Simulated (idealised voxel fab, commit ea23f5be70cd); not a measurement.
process module | voxel lift off
cross-section cut | 250 nm wide | cells 5 nm
A cross-section is a grid of square cells, given in bands from the top down. A band is one or more rows of cells.
Each band's line starts with the height of the band's top and of its bottom, in nm. Then come its materials from left to right, each with its width in nm. One material with "throughout" fills the band from edge to edge. "air" is empty space.
Height 0 is the level under which the wafer as received is all one material. The lowest band goes on downwards, as in "0 down".
A width such as "30 to 40" changes by the same amount from each row of cells to the next, from the band's top row to its bottom row.
"no change" after a step means that no cell of the cross-section changed.
closed voids: empty space of 8 cells or more with no open way to the top, each as width x height at its distance from the left edge, in nm
after a step's settings: what the simulator itself notes on the step
overlay nm, on a step with a mask: how far to the right of its planned place the mask lay; to the left if negative
plan
1 op RECEIVE | material Si
2 op CONFORMAL_DEP | material SiN | thk nm 15
3 op PATTERN | tone open | mask id LINES | material resist | width nm 30 | pitch nm 50 | thk nm 25 | overlay nm 0
4 op DIRECTIONAL_DEP | material Ru | thk nm 15
5 op STRIP | etch materials resist
6 op CONFORMAL_DEP | material SiCN | thk nm 10
first wafer, as planned
as received, after step 1
  0 down: Si throughout
  closed voids: none
after step 2
  15 to 0: SiN throughout
  below 0: unchanged
after step 3
  40 to 15: resist 35 | air 30 | resist 20 | air 30 | resist 20 | air 30 | resist 20 | air 30 | resist 35
  below 15: unchanged
after step 4
  55 to 40: Ru 35 | air 30 | Ru 20 | air 30 | Ru 20 | air 30 | Ru 20 | air 30 | Ru 35
  40 to 30: resist 35 | air 30 | resist 20 | air 30 | resist 20 | air 30 | resist 20 | air 30 | resist 35
  30 to 15: resist 35 | Ru 30 | resist 20 | Ru 30 | resist 20 | Ru 30 | resist 20 | Ru 30 | resist 35
  below 15: unchanged
after step 5
  30 to 15: air 35 | Ru 30 | air 20 | Ru 30 | air 20 | Ru 30 | air 20 | Ru 30 | air 35
  below 15: unchanged
after step 6
  40 to 30: air 25 | SiCN 200 | air 25
  30 to 25: air 25 | SiCN 10 | Ru 30 | SiCN 20 | Ru 30 | SiCN 20 | Ru 30 | SiCN 20 | Ru 30 | SiCN 10 | air 25
  25 to 15: SiCN 35 | Ru 30 | SiCN 20 | Ru 30 | SiCN 20 | Ru 30 | SiCN 20 | Ru 30 | SiCN 35
  below 15: unchanged
second wafer: like start, like plan, one mistake. Through step 1 it matches the first wafer
when step 2 should have ended
  30 to 0: SiN throughout
  below 0: unchanged
when step 3 should have ended
  55 to 30: resist 35 | air 30 | resist 20 | air 30 | resist 20 | air 30 | resist 20 | air 30 | resist 35
  below 30: unchanged
when step 4 should have ended
  70 to 55: Ru 35 | air 30 | Ru 20 | air 30 | Ru 20 | air 30 | Ru 20 | air 30 | Ru 35
  55 to 45: resist 35 | air 30 | resist 20 | air 30 | resist 20 | air 30 | resist 20 | air 30 | resist 35
  45 to 30: resist 35 | Ru 30 | resist 20 | Ru 30 | resist 20 | Ru 30 | resist 20 | Ru 30 | resist 35
  below 30: unchanged
when step 5 should have ended
  45 to 30: air 35 | Ru 30 | air 20 | Ru 30 | air 20 | Ru 30 | air 20 | Ru 30 | air 35
  below 30: unchanged
when step 6 should have ended
  55 to 45: air 25 | SiCN 200 | air 25
  45 to 40: air 25 | SiCN 10 | Ru 30 | SiCN 20 | Ru 30 | SiCN 20 | Ru 30 | SiCN 20 | Ru 30 | SiCN 10 | air 25
  40 to 30: SiCN 35 | Ru 30 | SiCN 20 | Ru 30 | SiCN 20 | Ru 30 | SiCN 20 | Ru 30 | SiCN 35
  below 30: unchanged
what went wrong: step 2 was run twice
at the end the second wafer has, in cells: 150 more of SiN
